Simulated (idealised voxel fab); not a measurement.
You're looking at the process module voxel capacitor over wiring.
300 nm wide, 5 nm square cells: that's cross-section cut.
Cross-section layout: square cells on a grid; listed as bands, top to bottom; a band spans one or more cell rows.
Band: top height; bottom height; in nm. Then, left to right: material with width in nm, for each material. "full width": a single material spanning edge to edge. "empty": empty space.
Height reference: 0 = level under which incoming wafer is all one material. Lowest band: no bottom, runs on downward, e.g. "0 -> down".
With a width like "30->40", each row of cells in the band differs from the next by the same amount, the top row carrying the first number and the bottom row the second.
"all unchanged", as given for a step, is the statement that not any cell of the cross-section underwent a change during that step.
Heads up: "Completely sealed voids" only lists the empty pockets with no open path to the top that are 8 cells or more, and it writes them as width x height at distance, distance from the left edge, in nm.
On a step's line, text after the settings is the simulator commenting on that step.
overlay nm: mask right of planned place by this much (step with mask). Neg. = left.
**Process steps foreseen in the plan**
step 1: RECEIVE,material Si
step 2: CONFORMAL_DEP,material SiO2,thk nm 15
step 3: DIRECTIONAL_DEP,material TiN,thk nm 5
step 4: DIRECTIONAL_DEP,material Ru,thk nm 20
step 5: PATTERN,tone cover,mask id METAL_1,material resist,width nm 20,pitch nm 75,thk nm 20,overlay nm 0
step 6: DIRECTIONAL_ETCH,etch materials Ru,depth nm 20
step 7: DIRECTIONAL_ETCH,etch materials TiN,depth nm 5
step 8: STRIP,etch materials resist
step 9: FILL_DEP,material SiO2,thk nm 5
step 10: CMP,height nm 40
step 11: CONFORMAL_DEP,material SiCN,thk nm 5
step 12: DIRECTIONAL_DEP,material lowk,thk nm 20
step 13: MASKED_ETCH,tone open,mask id PLUG_1,width nm 15,etch materials lowk,depth nm 20,overlay nm 0
step 14: MASKED_ETCH,tone open,mask id PLUG_1,width nm 15,etch materials SiCN,depth nm 5,overlay nm 0
step 15: EPI,material Ru,thk nm 10
step 16: EPI,material Ru,thk nm 10
step 17: EPI,material Ru,thk nm 5
step 18: DIRECTIONAL_DEP,material TiN,thk nm 5
step 19: DIRECTIONAL_DEP,material SiN,thk nm 5
step 20: DIRECTIONAL_DEP,material TiN,thk nm 10
step 21: PATTERN,tone cover,mask id UPPER_PLATE,material resist,width nm 60,thk nm 20,overlay nm 0
step 22: DIRECTIONAL_ETCH,etch materials TiN,depth nm 10
step 23: DIRECTIONAL_ETCH,etch materials SiN,depth nm 5
step 24: STRIP,etch materials resist
step 25: MASKED_ETCH,tone cover,mask id LOWER_PLATE,width nm 70,etch materials TiN,depth nm 5,overlay nm 0
step 26: FILL_DEP,material SiO2,thk nm 15
step 27: CMP,height nm 95
step 28: PATTERN,tone open,mask id PLUG_2,material resist,width nm 15,thk nm 15,overlay nm 0
step 29: DIRECTIONAL_ETCH,etch materials SiO2,depth nm 10
step 30: STRIP,etch materials resist
step 31: CONFORMAL_DEP,material TiN,thk nm 5
step 32: FILL_DEP,material W,thk nm 10
step 33: CMP,height nm 95
step 34: CONFORMAL_DEP,material SiCN,thk nm 5
**First of two wafers: run as planned**
**So this is the incoming wafer in cross-section - it's already been through step 1**
    0 -> down | Si full width
    Completely sealed voids: none
**Sectional view: wafer, after step 2**
    15 -> 0 | SiO2 full width
    Heights below 0 show no change.
**Sectional view: wafer, after step 3**
    20 -> 15 | TiN full width
    Heights below 15 show no change.
**Sectional view: wafer, after step 4**
    40 -> 20 | Ru full width
    Heights below 20 show no change.
**Sectional view: wafer, after step 5**
    60 -> 40 | 100 of empty, then 20 of resist, then 55 of empty, then 20 of resist, then 105 of empty
    Heights below 40 show no change.
**Sectional view: wafer, after step 6**
    60 -> 40 | 100 of empty, then 20 of resist, then 55 of empty, then 20 of resist, then 105 of empty
    40 -> 20 | 100 of empty, then 20 of Ru, then 55 of empty, then 20 of Ru, then 105 of empty
    Heights below 20 show no change.
**Sectional view: wafer, after step 7**
    60 -> 40 | 100 of empty, then 20 of resist, then 55 of empty, then 20 of resist, then 105 of empty
    40 -> 20 | 100 of empty, then 20 of Ru, then 55 of empty, then 20 of Ru, then 105 of empty
    20 -> 15 | 100 of empty, then 20 of TiN, then 55 of empty, then 20 of TiN, then 105 of empty
    Heights below 15 show no change.
**Sectional view: wafer, after step 8**
    40 -> 20 | 100 of empty, then 20 of Ru, then 55 of empty, then 20 of Ru, then 105 of empty
    Heights below 20 show no change.
**Sectional view: wafer, after step 9**
    45 -> 40 | SiO2 full width
    40 -> 20 | 100 of SiO2, then 20 of Ru, then 55 of SiO2, then 20 of Ru, then 105 of SiO2
    20 -> 15 | 100 of SiO2, then 20 of TiN, then 55 of SiO2, then 20 of TiN, then 105 of SiO2
    Heights below 15 show no change.
**Sectional view: wafer, after step 10**
    40 -> 20 | 100 of SiO2, then 20 of Ru, then 55 of SiO2, then 20 of Ru, then 105 of SiO2
    Heights below 20 show no change.
**Sectional view: wafer, after step 11**
    45 -> 40 | SiCN full width
    Heights below 40 show no change.
**Sectional view: wafer, after step 12**
    65 -> 45 | lowk full width
    Heights below 45 show no change.
**Sectional view: wafer, after step 13**
    65 -> 45 | 105 of lowk, then 15 of empty, then 180 of lowk
    Heights below 45 show no change.
**Sectional view: wafer, after step 14**
    65 -> 45 | 105 of lowk, then 15 of empty, then 180 of lowk
    45 -> 40 | 105 of SiCN, then 15 of empty, then 180 of SiCN
    Heights below 40 show no change.
**Sectional view: wafer, after step 15**
    65 -> 50 | 105 of lowk, then 15 of empty, then 180 of lowk
    50 -> 45 | 105 of lowk, then 15 of Ru, then 180 of lowk
    45 -> 40 | 105 of SiCN, then 15 of Ru, then 180 of SiCN
    Heights below 40 show no change.
**Sectional view: wafer, after step 16**
    65 -> 60 | 105 of lowk, then 15 of empty, then 180 of lowk
    60 -> 45 | 105 of lowk, then 15 of Ru, then 180 of lowk
    Heights below 45 show no change.
**Sectional view: wafer, after step 17**
    65 -> 45 | 105 of lowk, then 15 of Ru, then 180 of lowk
    Heights below 45 show no change.
**Sectional view: wafer, after step 18**
    70 -> 65 | TiN full width
    Heights below 65 show no change.
**Sectional view: wafer, after step 19**
    75 -> 70 | SiN full width
    Heights below 70 show no change.
**Sectional view: wafer, after step 20**
    85 -> 75 | TiN full width
    Heights below 75 show no change.
**Sectional view: wafer, after step 21**
    105 -> 85 | 105 of empty, then 60 of resist, then 135 of empty
    Heights below 85 show no change.
**Sectional view: wafer, after step 22**
    105 -> 85 | 105 of empty, then 60 of resist, then 135 of empty
    85 -> 75 | 105 of empty, then 60 of TiN, then 135 of empty
    Heights below 75 show no change.
**Sectional view: wafer, after step 23**
    105 -> 85 | 105 of empty, then 60 of resist, then 135 of empty
    85 -> 75 | 105 of empty, then 60 of TiN, then 135 of empty
    75 -> 70 | 105 of empty, then 60 of SiN, then 135 of empty
    Heights below 70 show no change.
**Sectional view: wafer, after step 24**
    85 -> 75 | 105 of empty, then 60 of TiN, then 135 of empty
    Heights below 75 show no change.
**Sectional view: wafer, after step 25**
    85 -> 75 | 105 of empty, then 60 of TiN, then 135 of empty
    75 -> 70 | 105 of empty, then 60 of SiN, then 135 of empty
    70 -> 65 | 100 of empty, then 70 of TiN, then 130 of empty
    Heights below 65 show no change.
**Sectional view: wafer, after step 26**
    100 -> 85 | SiO2 full width
    85 -> 75 | 105 of SiO2, then 60 of TiN, then 135 of SiO2
    75 -> 70 | 105 of SiO2, then 60 of SiN, then 135 of SiO2
    70 -> 65 | 100 of SiO2, then 70 of TiN, then 130 of SiO2
    Heights below 65 show no change.
**Sectional view: wafer, after step 27**
    95 -> 85 | SiO2 full width
    Heights below 85 show no change.
**Sectional view: wafer, after step 28**
    110 -> 95 | 115 of resist, then 15 of empty, then 170 of resist
    Heights below 95 show no change.
**Sectional view: wafer, after step 29**
    110 -> 95 | 115 of resist, then 15 of empty, then 170 of resist
    95 -> 85 | 115 of SiO2, then 15 of empty, then 170 of SiO2
    Heights below 85 show no change.
**Sectional view: wafer, after step 30**
    95 -> 85 | 115 of SiO2, then 15 of empty, then 170 of SiO2
    Heights below 85 show no change.
**Sectional view: wafer, after step 31**
    100 -> 95 | 120 of TiN, then 5 of empty, then 175 of TiN
    95 -> 90 | 115 of SiO2, then 5 of TiN, then 5 of empty, then 5 of TiN, then 170 of SiO2
    90 -> 85 | 115 of SiO2, then 15 of TiN, then 170 of SiO2
    Heights below 85 show no change.
**Sectional view: wafer, after step 32**
    110 -> 100 | W full width
    100 -> 95 | 120 of TiN, then 5 of W, then 175 of TiN
    95 -> 90 | 115 of SiO2, then 5 of TiN, then 5 of W, then 5 of TiN, then 170 of SiO2
    Heights below 90 show no change.
**Sectional view: wafer, after step 33**
    95 -> 90 | 115 of SiO2, then 5 of TiN, then 5 of W, then 5 of TiN, then 170 of SiO2
    Heights below 90 show no change.
**Sectional view: wafer, after step 34**
    100 -> 95 | SiCN full width
    Heights below 95 show no change.
**Second wafer. Start and plan as for the first. One mistake made in running. Agrees with the first up to and including step 11**
**Second wafer, cross-section, planned end of step 12**
    65 -> 45 | TiN full width
    Heights below 45 show no change.
Second wafer, cross-section, planned end of step 13: all unchanged
Second wafer, cross-section, planned end of step 14: all unchanged
**Second wafer, cross-section, planned end of step 15**
    75 -> 65 | Ru full width
    Heights below 65 show no change.
**Second wafer, cross-section, planned end of step 16**
    85 -> 65 | Ru full width
    Heights below 65 show no change.
**Second wafer, cross-section, planned end of step 17**
    90 -> 65 | Ru full width
    Heights below 65 show no change.
**Second wafer, cross-section, planned end of step 18**
    95 -> 90 | TiN full width
    Heights below 90 show no change.
**Second wafer, cross-section, planned end of step 19**
    100 -> 95 | SiN full width
    Heights below 95 show no change.
**Second wafer, cross-section, planned end of step 20**
    110 -> 100 | TiN full width
    Heights below 100 show no change.
**Second wafer, cross-section, planned end of step 21**
    130 -> 110 | 105 of empty, then 60 of resist, then 135 of empty
    Heights below 110 show no change.
**Second wafer, cross-section, planned end of step 22**
    130 -> 110 | 105 of empty, then 60 of resist, then 135 of empty
    110 -> 100 | 105 of empty, then 60 of TiN, then 135 of empty
    Heights below 100 show no change.
**Second wafer, cross-section, planned end of step 23**
    130 -> 110 | 105 of empty, then 60 of resist, then 135 of empty
    110 -> 100 | 105 of empty, then 60 of TiN, then 135 of empty
    100 -> 95 | 105 of empty, then 60 of SiN, then 135 of empty
    Heights below 95 show no change.
**Second wafer, cross-section, planned end of step 24**
    110 -> 100 | 105 of empty, then 60 of TiN, then 135 of empty
    Heights below 100 show no change.
**Second wafer, cross-section, planned end of step 25**
    110 -> 100 | 105 of empty, then 60 of TiN, then 135 of empty
    100 -> 95 | 105 of empty, then 60 of SiN, then 135 of empty
    95 -> 90 | 100 of empty, then 70 of TiN, then 130 of empty
    Heights below 90 show no change.
**Second wafer, cross-section, planned end of step 26**
    125 -> 110 | SiO2 full width
    110 -> 100 | 105 of SiO2, then 60 of TiN, then 135 of SiO2
    100 -> 95 | 105 of SiO2, then 60 of SiN, then 135 of SiO2
    95 -> 90 | 100 of SiO2, then 70 of TiN, then 130 of SiO2
    Heights below 90 show no change.
**Second wafer, cross-section, planned end of step 27**
    95 -> 90 | 100 of SiO2, then 70 of TiN, then 130 of SiO2
    Heights below 90 show no change.
**Second wafer, cross-section, planned end of step 28**
    110 -> 95 | 115 of resist, then 15 of empty, then 170 of resist
    Heights below 95 show no change.
Second wafer, cross-section, planned end of step 29: all unchanged
**Second wafer, cross-section, planned end of step 30**
    95 -> 90 | 100 of SiO2, then 70 of TiN, then 130 of SiO2
    Heights below 90 show no change.
**Second wafer, cross-section, planned end of step 31**
    100 -> 95 | TiN full width
    Heights below 95 show no change.
**Second wafer, cross-section, planned end of step 32**
    110 -> 100 | W full width
    Heights below 100 show no change.
**Second wafer, cross-section, planned end of step 33**
    95 -> 90 | 100 of SiO2, then 70 of TiN, then 130 of SiO2
    Heights below 90 show no change.
**Second wafer, cross-section, planned end of step 34**
    100 -> 95 | SiCN full width
    Heights below 95 show no change.
The plan and the run diverged here: step 12 was run on a setting that differed from the plan, and what really ran there is DIRECTIONAL_DEP,material TiN,thk nm 20
FYI, end of process, the second wafer has more or fewer cells of some materials than the first: Ru +285, SiCN +3, SiN -12, SiO2 -258, TiN +211, W -1, lowk -228
